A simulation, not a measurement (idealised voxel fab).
The document below concerns the process module designated voxel trench capacitor.
It is cross-section cut that appears here, measuring 225 nm in width, its square cells being 5 nm in size.
Cross-section spec: square-cell grid; bands listed top down; each band is one or more rows.
Each band's line starts with the height of the band's top and of its bottom, in nm. Then come its materials from left to right, each with its width in nm. One material with "everywhere" fills the band from edge to edge. "empty" is empty space.
Beneath 0, the wafer as received is one material, and that level is where height counting begins. The lowest band goes on downward without a bottom; it is written like "from 0 down".
Think of "30->40" as a width that walks from the first number to the second as you go down the band, top row to bottom row, taking equal-sized steps from row to row.
What does "all unchanged" mean for a step? It means no cell of the cross-section changed in that step.
In "Internal closed voids" the enclosed voids are listed, meaning empty spaces of 8 cells or larger without any opening to the top. The form is width x height at distance, distance from the left edge, units nm.
Past the settings on a step's line: simulator remark, on that step.
overlay nm: right-of-plan distance of the mask on a masked step; negative values mean left-of-plan.
## So here's the lineup of process steps we planned
| 1 | RECEIVE, material Si |
| 2 | CONFORMAL_DEP, material SiN, thk nm 5 |
| 3 | PATTERN, tone open, mask id TRENCH, material resist, width nm 25, pitch nm 45, thk nm 15, overlay nm 0 |
| 4 | DIRECTIONAL_ETCH, etch materials SiN, depth nm 5 |
| 5 | DIRECTIONAL_ETCH, etch materials Si, depth nm 40 |
| 6 | STRIP, etch materials resist |
| 7 | CONFORMAL_DEP, material Al2O3, thk nm 5 |
| 8 | FILL_DEP, material polySi, thk nm 5 |
| 9 | CMP, height nm 5 |
## Wafer as received: cross-section following step 1
  from 0 down  Si everywhere
  Internal closed voids: none
## Cross-section at module end, one run error; start and plan unchanged from above
  from 5 to 0  SiN=35, then Al2O3=5, then polySi=5, then Al2O3=5, then SiN=30, then Al2O3=5, then polySi=5, then Al2O3=5, then SiN=30, then Al2O3=5, then polySi=5, then Al2O3=5, then SiN=30, then Al2O3=5, then polySi=5, then Al2O3=5, then SiN=40
  from 0 to -35  Si=35, then Al2O3=5, then polySi=5, then Al2O3=5, then Si=30, then Al2O3=5, then polySi=5, then Al2O3=5, then Si=30, then Al2O3=5, then polySi=5, then Al2O3=5, then Si=30, then Al2O3=5, then polySi=5, then Al2O3=5, then Si=40
  from -35 to -40  Si=35, then Al2O3=15, then Si=30, then Al2O3=15, then Si=30, then Al2O3=15, then Si=30, then Al2O3=15, then Si=40
  from -40 down  Si everywhere
  Internal closed voids: none
What broke from the plan during processing? planned and actual differ for step 3; actual: PATTERN, tone open, mask id TRENCH, material resist, width nm 15, pitch nm 45, thk nm 15, overlay nm 0
